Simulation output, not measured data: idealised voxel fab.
The process module presented herein is designated voxel air gaps.
It is cross-section cut that appears here, measuring 140 nm in width, its square cells being 5 nm in size.
Cross-section = grid of square cells, listed top down in bands; band = one or more rows.
The band entry comprises the height of the band's top followed by the height of its bottom, expressed in nm, and subsequently the band's materials from left to right, each stated together with its width in nm. Where a single material is marked with the word "throughout", that material fills the band from edge to edge. The word "blank" represents empty space.
Zero point of the height axis is 0; under it, received wafer = one material. Lowest band: continues down indefinitely, "0 and below".
It should be noted that a width expressed as "30..40" varies in equal increments from row to row of cells within the band, taking the value of the first number at the top row and that of the second number at the bottom row.
Basically "left unchanged" means that step didn't change any cell in the cross-section.
The list in "Trapped void list" covers empty spaces of 8 cells or more that cannot reach the top through any open way, and it gives each as width x height at distance; the distance is from the left edge, and width, height and distance are in nm.
On a step's line, text after the settings is the simulator commenting on that step.
You can add "overlay nm" to a step's line. For a step with a mask, it describes how far the mask lay to the right of its planned position, and a negative number describes a lay to the left.
[Planned process steps]
- 1: RECEIVE | material Si
- 2: CONFORMAL_DEP | material SiO2 | thk nm 15
- 3: CONFORMAL_DEP | material SiN | thk nm 5
- 4: DIRECTIONAL_DEP | material SiO2 | thk nm 40
- 5: DIRECTIONAL_DEP | material aC | thk nm 10
- 6: PATTERN | tone open | mask id LINES | material resist | width nm 15 | pitch nm 40 | thk nm 25 | overlay nm 0
- 7: DIRECTIONAL_ETCH | etch materials aC | depth nm 10
- 8: STRIP | etch materials resist
- 9: DIRECTIONAL_ETCH | etch materials SiO2 | depth nm 40
- 10: STRIP | etch materials aC
- 11: CONFORMAL_DEP | material TiN | thk nm 5
- 12: FILL_DEP | material Ru | thk nm 5
- 13: CMP | height nm 60
- 14: EPI | material Ru | thk nm 10
- 15: SELECTIVE_ETCH | etch materials SiO2 | depth nm 50
- 16: CONFORMAL_DEP | material SiCN | thk nm 5
[Received-state cross-section, reflecting completion of step 1]
0 and below  Si throughout
Trapped void list: none
[Cross-section: first of two wafers, module finished, run according to plan]
75 down to 70  blank 5 nm  SiCN 125 nm  blank 10 nm
70 down to 60  blank 5 nm  SiCN 5 nm  Ru 35 nm  SiCN 5 nm  Ru 35 nm  SiCN 5 nm  Ru 35 nm  SiCN 5 nm  blank 10 nm
60 down to 55  blank 5 nm  SiCN 15 nm  TiN 5 nm  Ru 5 nm  TiN 5 nm  SiCN 25 nm  TiN 5 nm  Ru 5 nm  TiN 5 nm  SiCN 25 nm  TiN 5 nm  Ru 5 nm  TiN 5 nm  SiCN 15 nm  blank 10 nm
55 down to 25  blank 15 nm  SiCN 5 nm  TiN 5 nm  Ru 5 nm  TiN 5 nm  SiCN 5 nm  blank 15 nm  SiCN 5 nm  TiN 5 nm  Ru 5 nm  TiN 5 nm  SiCN 5 nm  blank 15 nm  SiCN 5 nm  TiN 5 nm  Ru 5 nm  TiN 5 nm  SiCN 5 nm  blank 20 nm
25 down to 20  SiCN 20 nm  TiN 15 nm  SiCN 25 nm  TiN 15 nm  SiCN 25 nm  TiN 15 nm  SiCN 25 nm
20 down to 15  SiN throughout
15 down to 0  SiO2 throughout
0 and below  Si throughout
Trapped void list: 15 x 30 at 40; 15 x 30 at 80
[Cross-section, second wafer: same start as the first, same plan as the first, one mistake in running it; taken at the end of the module]
85 down to 70  SiCN throughout
70 down to 60  SiCN 10 nm  Ru 35 nm  SiCN 5 nm  Ru 35 nm  SiCN 5 nm  Ru 35 nm  SiCN 15 nm
60 down to 55  SiCN 20 nm  TiN 5 nm  Ru 5 nm  TiN 5 nm  SiCN 25 nm  TiN 5 nm  Ru 5 nm  TiN 5 nm  SiCN 25 nm  TiN 5 nm  Ru 5 nm  TiN 5 nm  SiCN 25 nm
55 down to 50  SiCN 20 nm  TiN 5 nm  Ru 5 nm  TiN 5 nm  SiCN 5 nm  blank 15 nm  SiCN 5 nm  TiN 5 nm  Ru 5 nm  TiN 5 nm  SiCN 5 nm  blank 15 nm  SiCN 5 nm  TiN 5 nm  Ru 5 nm  TiN 5 nm  SiCN 25 nm
50 down to 45  blank 10 nm  SiCN 10 nm  TiN 5 nm  Ru 5 nm  TiN 5 nm  SiCN 5 nm  blank 15 nm  SiCN 5 nm  TiN 5 nm  Ru 5 nm  TiN 5 nm  SiCN 5 nm  blank 15 nm  SiCN 5 nm  TiN 5 nm  Ru 5 nm  TiN 5 nm  SiCN 25 nm
45 down to 35  blank 10 nm  SiCN 10 nm  TiN 5 nm  Ru 5 nm  TiN 5 nm  SiCN 5 nm  blank 15 nm  SiCN 5 nm  TiN 5 nm  Ru 5 nm  TiN 5 nm  SiCN 5 nm  blank 15 nm  SiCN 5 nm  TiN 5 nm  Ru 5 nm  TiN 5 nm  SiCN 15 nm  blank 10 nm
35 down to 30  blank 10 nm  SiCN 10 nm  TiN 5 nm  Ru 5 nm  TiN 5 nm  SiCN 5 nm  blank 15 nm  SiCN 5 nm  TiN 5 nm  Ru 5 nm  TiN 5 nm  SiCN 5 nm  blank 15 nm  SiCN 5 nm  TiN 5 nm  Ru 5 nm  TiN 5 nm  SiCN 25 nm
30 down to 25  SiCN 20 nm  TiN 5 nm  Ru 5 nm  TiN 5 nm  SiCN 5 nm  blank 15 nm  SiCN 5 nm  TiN 5 nm  Ru 5 nm  TiN 5 nm  SiCN 5 nm  blank 15 nm  SiCN 5 nm  TiN 5 nm  Ru 5 nm  TiN 5 nm  SiCN 25 nm
25 down to 20  SiCN 20 nm  TiN 15 nm  SiCN 25 nm  TiN 15 nm  SiCN 25 nm  TiN 15 nm  SiCN 25 nm
20 down to 15  SiN throughout
15 down to 0  SiO2 throughout
0 and below  Si throughout
Trapped void list: 10 x 20 at 0; 15 x 30 at 40; 15 x 30 at 80
What went wrong in running the wafer? note that step 16 departed from the planned setting and was carried out as CONFORMAL_DEP | material SiCN | thk nm 15
Once processing is complete, comparing cell counts shows that the second wafer has more or fewer of certain materials than the first: SiCN: 98 more
Closed voids, final: 2 / 3 (first wafer / second wafer).
